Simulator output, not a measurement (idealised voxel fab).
Process module, titled voxel trench capacitor
Section shown: cut. Width: 260 nm. Cell size: 5 nm, square.
Format of a cross-section: grid, square cells. Given as bands. Order: top down. Band: one or more rows of cells.
Band: top and bottom heights (nm) first, top before bottom; then materials from left to right, widths in nm. "throughout" marks a sole material filling the band edge to edge. "empty" denotes empty space.
The reference from which all heights are counted is 0, the level beneath which the as-received wafer is entirely one material; the lowest band, having no lower bound, proceeds downward and is written after the example "z 0 and below".
Per-row width for "30..40": begins at first number (top row of band), ends at second number (bottom row), increment between rows held constant.
The cross-section has no changed cell in any step marked "nothing got changed".
The entry "Trapped voids" lists the empty spaces that cover at least 8 cells and have no open path to the top. Each is written as width x height at distance, where the distance is measured from the left edge and all three values are in nm.
It should be noted that, on the line of a given step, the content following the step's settings is a remark produced by the simulator itself with respect to that step.
overlay nm: mask right of planned place by this much (step with mask). Neg. = left.
Planned process steps
step 1: RECEIVE, material Si
step 2: CONFORMAL_DEP, material SiN, thk nm 10
step 3: DIRECTIONAL_DEP, material aC, thk nm 15
step 4: PATTERN, tone open, mask id TRENCH, material resist, width nm 30, pitch nm 60, thk nm 35, overlay nm 0
step 5: DIRECTIONAL_ETCH, etch materials aC, depth nm 15
step 6: STRIP, etch materials resist
step 7: DIRECTIONAL_ETCH, etch materials SiN, depth nm 10
step 8: DIRECTIONAL_ETCH, etch materials Si, depth nm 40
step 9: STRIP, etch materials aC
step 10: CONFORMAL_DEP, material HfO2, thk nm 5
step 11: CONFORMAL_DEP, material TiN, thk nm 5
step 12: FILL_DEP, material W, thk nm 10
step 13: CMP, height nm 10
What follows covers the first of two wafers; it ran as planned
Cross-section of the wafer as it came to us, i.e., already through step 1
> z 0 and below  Si throughout
> Trapped voids: none
State of the wafer after step 2, shown in cross-section
> z 10 to 0  SiN throughout
> Heights below 0 show no change.
State of the wafer after step 3, shown in cross-section
> z 25 to 10  aC throughout
> Heights below 10 show no change.
State of the wafer after step 4, shown in cross-section
> z 60 to 25  resist=25, empty=30, resist=30, empty=30, resist=30, empty=30, resist=30, empty=30, resist=25
> Heights below 25 show no change.
State of the wafer after step 5, shown in cross-section
> z 45 to 25  resist=25, empty=30, resist=30, empty=30, resist=30, empty=30, resist=30, empty=30, resist=25
> z 25 to 10  aC=25, empty=30, aC=30, empty=30, aC=30, empty=30, aC=30, empty=30, aC=25
> Heights below 10 show no change.
State of the wafer after step 6, shown in cross-section
> z 25 to 10  aC=25, empty=30, aC=30, empty=30, aC=30, empty=30, aC=30, empty=30, aC=25
> Heights below 10 show no change.
State of the wafer after step 7, shown in cross-section
> z 25 to 10  aC=25, empty=30, aC=30, empty=30, aC=30, empty=30, aC=30, empty=30, aC=25
> z 10 to 0  SiN=25, empty=30, SiN=30, empty=30, SiN=30, empty=30, SiN=30, empty=30, SiN=25
> Heights below 0 show no change.
State of the wafer after step 8, shown in cross-section
> z 25 to 10  aC=25, empty=30, aC=30, empty=30, aC=30, empty=30, aC=30, empty=30, aC=25
> z 10 to 0  SiN=25, empty=30, SiN=30, empty=30, SiN=30, empty=30, SiN=30, empty=30, SiN=25
> z 0 to -40  Si=25, empty=30, Si=30, empty=30, Si=30, empty=30, Si=30, empty=30, Si=25
> Heights below -40 show no change.
State of the wafer after step 9, shown in cross-section
> z 10 to 0  SiN=25, empty=30, SiN=30, empty=30, SiN=30, empty=30, SiN=30, empty=30, SiN=25
> Heights below 0 show no change.
State of the wafer after step 10, shown in cross-section
> z 15 to 10  HfO2=30, empty=20, HfO2=40, empty=20, HfO2=40, empty=20, HfO2=40, empty=20, HfO2=30
> z 10 to 0  SiN=25, HfO2=5, empty=20, HfO2=5, SiN=30, HfO2=5, empty=20, HfO2=5, SiN=30, HfO2=5, empty=20, HfO2=5, SiN=30, HfO2=5, empty=20, HfO2=5, SiN=25
> z 0 to -35  Si=25, HfO2=5, empty=20, HfO2=5, Si=30, HfO2=5, empty=20, HfO2=5, Si=30, HfO2=5, empty=20, HfO2=5, Si=30, HfO2=5, empty=20, HfO2=5, Si=25
> z -35 to -40  Si=25, HfO2=30, Si=30, HfO2=30, Si=30, HfO2=30, Si=30, HfO2=30, Si=25
> Heights below -40 show no change.
State of the wafer after step 11, shown in cross-section
> z 20 to 15  TiN=35, empty=10, TiN=50, empty=10, TiN=50, empty=10, TiN=50, empty=10, TiN=35
> z 15 to 10  HfO2=30, TiN=5, empty=10, TiN=5, HfO2=40, TiN=5, empty=10, TiN=5, HfO2=40, TiN=5, empty=10, TiN=5, HfO2=40, TiN=5, empty=10, TiN=5, HfO2=30
> z 10 to 0  SiN=25, HfO2=5, TiN=5, empty=10, TiN=5, HfO2=5, SiN=30, HfO2=5, TiN=5, empty=10, TiN=5, HfO2=5, SiN=30, HfO2=5, TiN=5, empty=10, TiN=5, HfO2=5, SiN=30, HfO2=5, TiN=5, empty=10, TiN=5, HfO2=5, SiN=25
> z 0 to -30  Si=25, HfO2=5, TiN=5, empty=10, TiN=5, HfO2=5, Si=30, HfO2=5, TiN=5, empty=10, TiN=5, HfO2=5, Si=30, HfO2=5, TiN=5, empty=10, TiN=5, HfO2=5, Si=30, HfO2=5, TiN=5, empty=10, TiN=5, HfO2=5, Si=25
> z -30 to -35  Si=25, HfO2=5, TiN=20, HfO2=5, Si=30, HfO2=5, TiN=20, HfO2=5, Si=30, HfO2=5, TiN=20, HfO2=5, Si=30, HfO2=5, TiN=20, HfO2=5, Si=25
> Heights below -35 show no change.
State of the wafer after step 12, shown in cross-section
> z 30 to 20  W throughout
> z 20 to 15  TiN=35, W=10, TiN=50, W=10, TiN=50, W=10, TiN=50, W=10, TiN=35
> z 15 to 10  HfO2=30, TiN=5, W=10, TiN=5, HfO2=40, TiN=5, W=10, TiN=5, HfO2=40, TiN=5, W=10, TiN=5, HfO2=40, TiN=5, W=10, TiN=5, HfO2=30
> z 10 to 0  SiN=25, HfO2=5, TiN=5, W=10, TiN=5, HfO2=5, SiN=30, HfO2=5, TiN=5, W=10, TiN=5, HfO2=5, SiN=30, HfO2=5, TiN=5, W=10, TiN=5, HfO2=5, SiN=30, HfO2=5, TiN=5, W=10, TiN=5, HfO2=5, SiN=25
> z 0 to -30  Si=25, HfO2=5, TiN=5, W=10, TiN=5, HfO2=5, Si=30, HfO2=5, TiN=5, W=10, TiN=5, HfO2=5, Si=30, HfO2=5, TiN=5, W=10, TiN=5, HfO2=5, Si=30, HfO2=5, TiN=5, W=10, TiN=5, HfO2=5, Si=25
> Heights below -30 show no change.
State of the wafer after step 13, shown in cross-section
> z 10 to 0  SiN=25, HfO2=5, TiN=5, W=10, TiN=5, HfO2=5, SiN=30, HfO2=5, TiN=5, W=10, TiN=5, HfO2=5, SiN=30, HfO2=5, TiN=5, W=10, TiN=5, HfO2=5, SiN=30, HfO2=5, TiN=5, W=10, TiN=5, HfO2=5, SiN=25
> Heights below 0 show no change.
What follows concerns the second wafer, which started out like the first and was meant to follow the very same plan; one mistake crept in when it was run, but everything up to and including step 3 is the same as for the first wafer
The second wafer in cross-section, at the planned close of step 4
> z 60 to 25  resist=30, empty=30, resist=30, empty=30, resist=30, empty=30, resist=30, empty=30, resist=20
> Heights below 25 show no change.
The second wafer in cross-section, at the planned close of step 5
> z 45 to 25  resist=30, empty=30, resist=30, empty=30, resist=30, empty=30, resist=30, empty=30, resist=20
> z 25 to 10  aC=30, empty=30, aC=30, empty=30, aC=30, empty=30, aC=30, empty=30, aC=20
> Heights below 10 show no change.
The second wafer in cross-section, at the planned close of step 6
> z 25 to 10  aC=30, empty=30, aC=30, empty=30, aC=30, empty=30, aC=30, empty=30, aC=20
> Heights below 10 show no change.
The second wafer in cross-section, at the planned close of step 7
> z 25 to 10  aC=30, empty=30, aC=30, empty=30, aC=30, empty=30, aC=30, empty=30, aC=20
> z 10 to 0  SiN=30, empty=30, SiN=30, empty=30, SiN=30, empty=30, SiN=30, empty=30, SiN=20
> Heights below 0 show no change.
The second wafer in cross-section, at the planned close of step 8
> z 25 to 10  aC=30, empty=30, aC=30, empty=30, aC=30, empty=30, aC=30, empty=30, aC=20
> z 10 to 0  SiN=30, empty=30, SiN=30, empty=30, SiN=30, empty=30, SiN=30, empty=30, SiN=20
> z 0 to -40  Si=30, empty=30, Si=30, empty=30, Si=30, empty=30, Si=30, empty=30, Si=20
> Heights below -40 show no change.
The second wafer in cross-section, at the planned close of step 9
> z 10 to 0  SiN=30, empty=30, SiN=30, empty=30, SiN=30, empty=30, SiN=30, empty=30, SiN=20
> Heights below 0 show no change.
The second wafer in cross-section, at the planned close of step 10
> z 15 to 10  HfO2=35, empty=20, HfO2=40, empty=20, HfO2=40, empty=20, HfO2=40, empty=20, HfO2=25
> z 10 to 0  SiN=30, HfO2=5, empty=20, HfO2=5, SiN=30, HfO2=5, empty=20, HfO2=5, SiN=30, HfO2=5, empty=20, HfO2=5, SiN=30, HfO2=5, empty=20, HfO2=5, SiN=20
> z 0 to -35  Si=30, HfO2=5, empty=20, HfO2=5, Si=30, HfO2=5, empty=20, HfO2=5, Si=30, HfO2=5, empty=20, HfO2=5, Si=30, HfO2=5, empty=20, HfO2=5, Si=20
> z -35 to -40  Si=30, HfO2=30, Si=30, HfO2=30, Si=30, HfO2=30, Si=30, HfO2=30, Si=20
> Heights below -40 show no change.
The second wafer in cross-section, at the planned close of step 11
> z 20 to 15  TiN=40, empty=10, TiN=50, empty=10, TiN=50, empty=10, TiN=50, empty=10, TiN=30
> z 15 to 10  HfO2=35, TiN=5, empty=10, TiN=5, HfO2=40, TiN=5, empty=10, TiN=5, HfO2=40, TiN=5, empty=10, TiN=5, HfO2=40, TiN=5, empty=10, TiN=5, HfO2=25
> z 10 to 0  SiN=30, HfO2=5, TiN=5, empty=10, TiN=5, HfO2=5, SiN=30, HfO2=5, TiN=5, empty=10, TiN=5, HfO2=5, SiN=30, HfO2=5, TiN=5, empty=10, TiN=5, HfO2=5, SiN=30, HfO2=5, TiN=5, empty=10, TiN=5, HfO2=5, SiN=20
> z 0 to -30  Si=30, HfO2=5, TiN=5, empty=10, TiN=5, HfO2=5, Si=30, HfO2=5, TiN=5, empty=10, TiN=5, HfO2=5, Si=30, HfO2=5, TiN=5, empty=10, TiN=5, HfO2=5, Si=30, HfO2=5, TiN=5, empty=10, TiN=5, HfO2=5, Si=20
> z -30 to -35  Si=30, HfO2=5, TiN=20, HfO2=5, Si=30, HfO2=5, TiN=20, HfO2=5, Si=30, HfO2=5, TiN=20, HfO2=5, Si=30, HfO2=5, TiN=20, HfO2=5, Si=20
> Heights below -35 show no change.
The second wafer in cross-section, at the planned close of step 12
> z 30 to 20  W throughout
> z 20 to 15  TiN=40, W=10, TiN=50, W=10, TiN=50, W=10, TiN=50, W=10, TiN=30
> z 15 to 10  HfO2=35, TiN=5, W=10, TiN=5, HfO2=40, TiN=5, W=10, TiN=5, HfO2=40, TiN=5, W=10, TiN=5, HfO2=40, TiN=5, W=10, TiN=5, HfO2=25
> z 10 to 0  SiN=30, HfO2=5, TiN=5, W=10, TiN=5, HfO2=5, SiN=30, HfO2=5, TiN=5, W=10, TiN=5, HfO2=5, SiN=30, HfO2=5, TiN=5, W=10, TiN=5, HfO2=5, SiN=30, HfO2=5, TiN=5, W=10, TiN=5, HfO2=5, SiN=20
> z 0 to -30  Si=30, HfO2=5, TiN=5, W=10, TiN=5, HfO2=5, Si=30, HfO2=5, TiN=5, W=10, TiN=5, HfO2=5, Si=30, HfO2=5, TiN=5, W=10, TiN=5, HfO2=5, Si=30, HfO2=5, TiN=5, W=10, TiN=5, HfO2=5, Si=20
> Heights below -30 show no change.
The second wafer in cross-section, at the planned close of step 13
> z 10 to 0  SiN=30, HfO2=5, TiN=5, W=10, TiN=5, HfO2=5, SiN=30, HfO2=5, TiN=5, W=10, TiN=5, HfO2=5, SiN=30, HfO2=5, TiN=5, W=10, TiN=5, HfO2=5, SiN=30, HfO2=5, TiN=5, W=10, TiN=5, HfO2=5, SiN=20
> Heights below 0 show no change.
Misprocessing identified: off-plan run, step 4, actual operation and settings PATTERN, tone open, mask id TRENCH, material resist, width nm 30, pitch nm 60, thk nm 35, overlay nm 5
Comparing end states, the material composition by cell count is preserved from the first wafer to the second, while the locations of the cells are not.
